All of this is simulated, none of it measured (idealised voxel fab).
process module | voxel self aligned vias
cross-section cut | 285 nm wide | cells 5 nm
A cross-section is a grid of square cells, given in bands from the top down. A band is one or more rows of cells.
Each band's line starts with the height of the band's top and of its bottom, in nm. Then come its materials from left to right, each with its width in nm. One material with "throughout" fills the band from edge to edge. "air" is empty space.
Height 0 is the level under which the wafer as received is all one material. The lowest band goes on downwards, as in "0 down".
A width such as "30 to 40" changes by the same amount from each row of cells to the next, from the band's top row to its bottom row.
"no change" after a step means that no cell of the cross-section changed.
closed voids: empty space of 8 cells or more with no open way to the top, each as width x height at its distance from the left edge, in nm
after a step's settings: what the simulator itself notes on the step
overlay nm, on a step with a mask: how far to the right of its planned place the mask lay; to the left if negative
plan
1 op RECEIVE | material Si
2 op CONFORMAL_DEP | material SiO2 | thk nm 10
3 op CONFORMAL_DEP | material SiCN | thk nm 5
4 op DIRECTIONAL_DEP | material SiO2 | thk nm 25
5 op DIRECTIONAL_DEP | material aC | thk nm 10
6 op PATTERN | tone open | mask id LINES | material resist | width nm 30 | pitch nm 75 | thk nm 30 | overlay nm 0
7 op DIRECTIONAL_ETCH | etch materials aC | depth nm 10
8 op STRIP | etch materials resist
9 op DIRECTIONAL_ETCH | etch materials SiO2 | depth nm 25
10 op STRIP | etch materials aC
11 op CONFORMAL_DEP | material TiN | thk nm 5
12 op FILL_DEP | material Ru | thk nm 10
13 op CMP | height nm 40
14 op SELECTIVE_ETCH | etch materials W Ru TiN | depth nm 10
15 op FILL_DEP | material SiN | thk nm 10
16 op CMP | height nm 40
17 op DIRECTIONAL_DEP | material SiO2 | thk nm 15
18 op PATTERN | tone open | mask id VIAS | material resist | width nm 50 | thk nm 15 | overlay nm 0
19 op DIRECTIONAL_ETCH | etch materials SiO2 | depth nm 5
20 op DIRECTIONAL_ETCH | etch materials SiN | depth nm 10
21 op STRIP | etch materials resist
22 op CONFORMAL_DEP | material TiN | thk nm 5
23 op FILL_DEP | material Ru | thk nm 10
24 op CMP | height nm 55
25 op CONFORMAL_DEP | material SiCN | thk nm 5
varied across the wafers: depth nm of step 19. The plan shows the first wafer's value. All wafers start alike
first wafer as received, after step 1
  0 down: Si throughout
  closed voids: none
first wafer at the end, after step 25
  60 to 55: SiCN throughout
  55 to 50: SiO2 80 | TiN 50 | SiO2 155
  50 to 40: SiO2 throughout
  40 to 30: SiO2 90 | SiN 30 | SiO2 45 | SiN 30 | SiO2 90
  30 to 20: SiO2 90 | TiN 5 | Ru 20 | TiN 5 | SiO2 45 | TiN 5 | Ru 20 | TiN 5 | SiO2 90
  20 to 15: SiO2 90 | TiN 30 | SiO2 45 | TiN 30 | SiO2 90
  15 to 10: SiCN throughout
  10 to 0: SiO2 throughout
  0 down: Si throughout
  closed voids: none
last wafer at the end
  60 to 55: SiCN throughout
  55 to 40: SiO2 80 | TiN 5 | Ru 40 | TiN 5 | SiO2 155
  40 to 35: SiO2 80 | TiN 5 | Ru 40 | TiN 5 | SiO2 35 | SiN 30 | SiO2 90
  35 to 30: SiO2 80 | TiN 50 | SiO2 35 | SiN 30 | SiO2 90
  30 to 20: SiO2 80 to 90 | TiN 15 to 5 | Ru 20 | TiN 15 to 5 | SiO2 35 to 45 | TiN 5 | Ru 20 | TiN 5 | SiO2 90
  20 to 15: SiO2 90 | TiN 30 | SiO2 45 | TiN 30 | SiO2 90
  15 to 10: SiCN throughout
  10 to 0: SiO2 throughout
  0 down: Si throughout
  closed voids: none
each wafer at the end: cells of each material gained (+) or lost (-) since it was received, then its closed voids
depth nm 5 | +16 Ru | +114 SiCN | +24 SiN | +500 SiO2 | +30 TiN | closed voids: none
depth nm 10 | +24 Ru | +114 SiCN | +24 SiN | +490 SiO2 | +32 TiN | closed voids: none
depth nm 15 | +40 Ru | +114 SiCN | +12 SiN | +480 SiO2 | +38 TiN | closed voids: none
depth nm 20 | +44 Ru | +114 SiCN | +12 SiN | +476 SiO2 | +38 TiN | closed voids: none
depth nm 25 | +48 Ru | +114 SiCN | +12 SiN | +472 SiO2 | +38 TiN | closed voids: none
depth nm 30 | +48 Ru | +114 SiCN | +12 SiN | +468 SiO2 | +42 TiN | closed voids: none
